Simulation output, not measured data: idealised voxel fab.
The document below concerns the process module designated voxel self aligned contacts.
In the cross-section labelled cut, the width is 240 nm and each square cell is 5 nm.
For the purposes of this document, a cross-section shall be understood as a grid of square cells, specified as bands listed in top-to-bottom order, each band consisting of one or more rows of cells.
Top height, bottom height, nm. Materials left to right, width each, nm. Single material + "all across" = fills band edge to edge. "air" = empty.
Convention: height 0 is the level below which the wafer, as received, is all one material. The lowest band does not terminate at the bottom but continues downward, represented as "z 0 and below".
When a width is written as two numbers, as in "30->40", the first number is the width in the top row of cells of the band and the second is the width in its bottom row, and the width changes by the same amount from each row to the next.
"nothing was modified", as given for a step, is the statement that not any cell of the cross-section underwent a change during that step.
So "Completely sealed voids" is basically the list of trapped voids: any empty space of 8 cells or more that can't reach the top through an opening. They're written width x height at distance, the distance being from the left edge, and it's all nm.
Read whatever lies past the settings on a step's line as the simulator's own remark about the step.
overlay nm: right-of-plan distance of the mask on a masked step; negative values mean left-of-plan.
THE PLANNED PROCESS STEPS ARE ENUMERATED HEREUNDER
1 RECEIVE: material Si
2 OXIDIZE: depth nm 5
3 DIRECTIONAL_DEP: material polySi, thk nm 30
4 DIRECTIONAL_DEP: material SiN, thk nm 20
5 PATTERN: tone cover, mask id GATE, material resist, width nm 25, pitch nm 70, thk nm 20, overlay nm 0
6 DIRECTIONAL_ETCH: etch materials SiN, depth nm 20
7 DIRECTIONAL_ETCH: etch materials polySi, depth nm 30
8 STRIP: etch materials resist
9 CONFORMAL_DEP: material SiN, thk nm 5
10 DIRECTIONAL_ETCH: etch materials SiN, depth nm 10
11 FILL_DEP: material SiO2, thk nm 10
12 CMP: height nm 55
13 PATTERN: tone open, mask id CONTACT, material resist, width nm 55, thk nm 15, overlay nm 0
14 DIRECTIONAL_ETCH: etch materials SiO2, depth nm 60
15 STRIP: etch materials resist
16 CONFORMAL_DEP: material TiN, thk nm 5
17 FILL_DEP: material W, thk nm 10
18 CMP: height nm 55
19 CONFORMAL_DEP: material SiCN, thk nm 5
The wafers are alike at the start. At step 9, their thk nm differs. The plan lists the first wafer's value.
RECEIVED WAFERS, FIRST OF SEVERAL: CROSS-SECTION AFTER STEP 1
- z 0 and below | Si all across
- Completely sealed voids: none
LAST STEP OF THE MODULE IS STEP 19; AFTER IT, THE FIRST OF SEVERAL WAFERS IN CROSS-SECTION
- z 60 to 55 | SiCN all across
- z 55 to 45 | 90 nm SiO2, 5->15 nm TiN, 45->25 nm W, 5->15 nm TiN, 95 nm SiO2
- z 45 to 30 | 65 nm SiO2, 35 nm SiN, 5 nm TiN, 25 nm W, 5 nm TiN, 35 nm SiN, 70 nm SiO2
- z 30 to 0 | 65 nm SiO2, 5 nm SiN, 25 nm polySi, 5 nm SiN, 5 nm TiN, 25 nm W, 5 nm TiN, 5 nm SiN, 25 nm polySi, 5 nm SiN, 70 nm SiO2
- z 0 to -5 | 100 nm SiO2, 35 nm TiN, 105 nm SiO2
- z -5 and below | Si all across
- Completely sealed voids: none
LAST-WAFER CROSS-SECTION AT THE END OF THE MODULE
- z 60 to 55 | SiCN all across
- z 55 to 30 | 45 nm SiO2, 145 nm SiN, 50 nm SiO2
- z 30 to 15 | 45 nm SiO2, 25 nm SiN, 25 nm polySi, 45 nm SiN, 25 nm polySi, 25 nm SiN, 50 nm SiO2
- z 15 to 0 | 70 nm SiN, 25 nm polySi, 45 nm SiN, 25 nm polySi, 75 nm SiN
- z 0 to -5 | SiO2 all across
- z -5 and below | Si all across
- Completely sealed voids: none
HERE IS HOW TO READ THE ROWS: EVERY WAFER HAS A ROW, AND IT SHOWS THE WAFER AT THE END OF THE MODULE, GIVING FOR EACH MATERIAL HOW MANY CELLS WERE GAINED (+) OR LOST (-) SINCE THE WAFER WAS RECEIVED, THEN LISTING ITS CLOSED VOIDS
thk nm 5 | -48 Si | +48 SiCN | +66 SiN | +358 SiO2 | +33 TiN | +59 W | +60 polySi | Completely sealed voids: none
thk nm 10 | -48 Si | +48 SiCN | +120 SiN | +330 SiO2 | +33 TiN | +33 W | +60 polySi | Completely sealed voids: none
thk nm 15 | -48 Si | +48 SiCN | +208 SiN | +278 SiO2 | +21 TiN | +9 W | +60 polySi | Completely sealed voids: none
thk nm 20 | -48 Si | +48 SiCN | +270 SiN | +237 SiO2 | +9 TiN | +60 polySi | Completely sealed voids: none
thk nm 25 | -48 Si | +48 SiCN | +316 SiN | +200 SiO2 | +60 polySi | Completely sealed voids: none
